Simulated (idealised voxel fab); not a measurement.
The process module presented herein is designated voxel fin reveal.
FYI the section here is cut, 285 nm wide, cells are 5 nm squares.
In this document a cross-section is written as a grid of square cells. It is given as a series of bands, listed from the top down, and a band is one or more rows of cells. What a band's entry tells you: where the top is and where the bottom is, as heights in nm, and after that what lies inside, material by material from left to right, each with its width in nm. Empty space is written as the word "blank", and a single material marked with the word "throughout" occupies the band from edge to edge. Height is counted from the level 0, under which the received wafer is composed throughout of one material. The lowest of the bands is not closed at the bottom but continues downward, in the notation "0 down". You'd read "30->40" like this: the band's top row of cells is as wide as the first number, its bottom row is as wide as the second, and going down, every row changes width by the same amount as the row before did. Given "nothing changed" for a step, no cell of the cross-section differs between before and after that step. Under "Closed void listing" you'll find the enclosed gaps, the ones with no way out to the top, that are 8 cells or bigger; each reads width x height at distance, with distance counted from the left edge, everything in nm. Past the settings on a step's line: simulator remark, on that step. You can add "overlay nm" to a step's line. For a step with a mask, it describes how far the mask lay to the right of its planned position, and a negative number describes a lay to the left.
**These are the steps we planned for the process**
1 op RECEIVE | material Si
2 op CONFORMAL_DEP | material SiN | thk nm 5
3 op DIRECTIONAL_DEP | material aC | thk nm 10
4 op PATTERN | tone cover | mask id FINS | material resist | width nm 15 | pitch nm 45 | thk nm 30 | overlay nm 0
5 op DIRECTIONAL_ETCH | etch materials aC | depth nm 10
6 op STRIP | etch materials resist
7 op DIRECTIONAL_ETCH | etch materials SiN | depth nm 5
8 op DIRECTIONAL_ETCH | etch materials Si | depth nm 40
9 op STRIP | etch materials aC
10 op FILL_DEP | material SiO2 | thk nm 15
11 op CMP | height nm 5
12 op SELECTIVE_ETCH | etch materials SiO2 | depth nm 20
13 op STRIP | etch materials SiN
14 op CONFORMAL_DEP | material SiO2 | thk nm 5
**Cross-section of the incoming wafer, state after step 1**
> 0 down = Si throughout
> Closed void listing: none
**Cross-section, end of module. Start: as above. Plan: as above. Execution: one mistake**
> 5 to 0 = blank (85); SiO2 (30); blank (15); SiO2 (30); blank (15); SiO2 (30); blank (80)
> 0 to -10 = blank (85); SiO2 (5); Si (20); SiO2 (5); blank (15); SiO2 (5); Si (20); SiO2 (5); blank (15); SiO2 (5); Si (20); SiO2 (5); blank (80)
> -10 to -40 = SiO2 (90); Si (20); SiO2 (25); Si (20); SiO2 (25); Si (20); SiO2 (85)
> -40 down = Si throughout
> Closed void listing: none
The plan and the run diverged here: step 4 went in with a setting other than planned; the actual run was op PATTERN | tone cover | mask id FINS | material resist | width nm 20 | pitch nm 45 | thk nm 30 | overlay nm 0
